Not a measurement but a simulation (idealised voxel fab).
Module name: voxel released beams (process module)
Shown is cross-section cut, with a width of 300 nm and square cells of size 5 nm.
Cross-section, as written here: a square-cell grid given band by band from the top down, where a band holds one or more rows of cells. The entry gives the band's vertical extent as a top height and a bottom height in nm, then its horizontal make-up as materials from left to right, each with a width in nm. "air" stands for empty space; a single material marked "everywhere" fills the band edge to edge. Zero point of the height axis is 0; under it, received wafer = one material. Lowest band: continues down indefinitely, "z 0 and below". Width: "30->40" (first number = top row, second number = bottom row, same change from row to row of cells). The cross-section has no changed cell in any step marked "everything unchanged". "Closed-off voids": empty spaces of 8 cells or more with no open way to the top, each given as width x height at distance, distance from the left edge, all in nm. If you see something after the settings on a step's line, that's the simulator's own remark about that step. On any step carrying a mask, the "overlay nm" setting, if present on the step's line, tells how far right of its planned place the mask lay; negative values point to the left.

-- Planned process steps
1) RECEIVE [material Si]
2) CONFORMAL_DEP [material SiN] [thk nm 5]
3) DIRECTIONAL_DEP [material SiO2] [thk nm 15]
4) DIRECTIONAL_DEP [material aC] [thk nm 10]
5) PATTERN [tone open] [mask id ANCHOR] [material resist] [width nm 30] [thk nm 30] [overlay nm 0]
6) DIRECTIONAL_ETCH [etch materials aC] [depth nm 10]
7) STRIP [etch materials resist]
8) DIRECTIONAL_ETCH [etch materials SiO2] [depth nm 15]
9) STRIP [etch materials aC]
10) CONFORMAL_DEP [material polySi] [thk nm 10]
11) PATTERN [tone cover] [mask id BEAM] [material resist] [width nm 105] [thk nm 15] [overlay nm 0]
12) DIRECTIONAL_ETCH [etch materials polySi] [depth nm 10]
13) STRIP [etch materials resist]
14) STRIP [etch materials SiO2]

-- Here's what the wafer looked like in cross-section when it arrived - that's after step 1
  z 0 and below | Si everywhere
  Closed-off voids: none

-- Cross-section, first of two wafers, end of module, run as planned
  z 30 to 20 | air: 95; polySi: 15; air: 10; polySi: 80; air: 100
  z 20 to 15 | air: 100; polySi: 10; air: 10; polySi: 10; air: 170
  z 15 to 5 | air: 100; polySi: 30; air: 170
  z 5 to 0 | SiN everywhere
  z 0 and below | Si everywhere
  Closed-off voids: none

-- Same start, same plan as the first wafer - but one mistake in the run. Cross-section of the second of the two at the end of the module
  z 25 to 20 | air: 95; polySi: 10; air: 20; polySi: 75; air: 100
  z 20 to 10 | air: 100; polySi: 5; air: 20; polySi: 5; air: 170
  z 10 to 5 | air: 100; polySi: 30; air: 170
  z 5 to 0 | SiN everywhere
  z 0 and below | Si everywhere
  Closed-off voids: none
What went wrong in running the wafer? step 10 was not run as planned; what actually ran was CONFORMAL_DEP [material polySi] [thk nm 5]
End check, counted in cells, second wafer has more or fewer of these materials than the first: polySi: 27 fewer
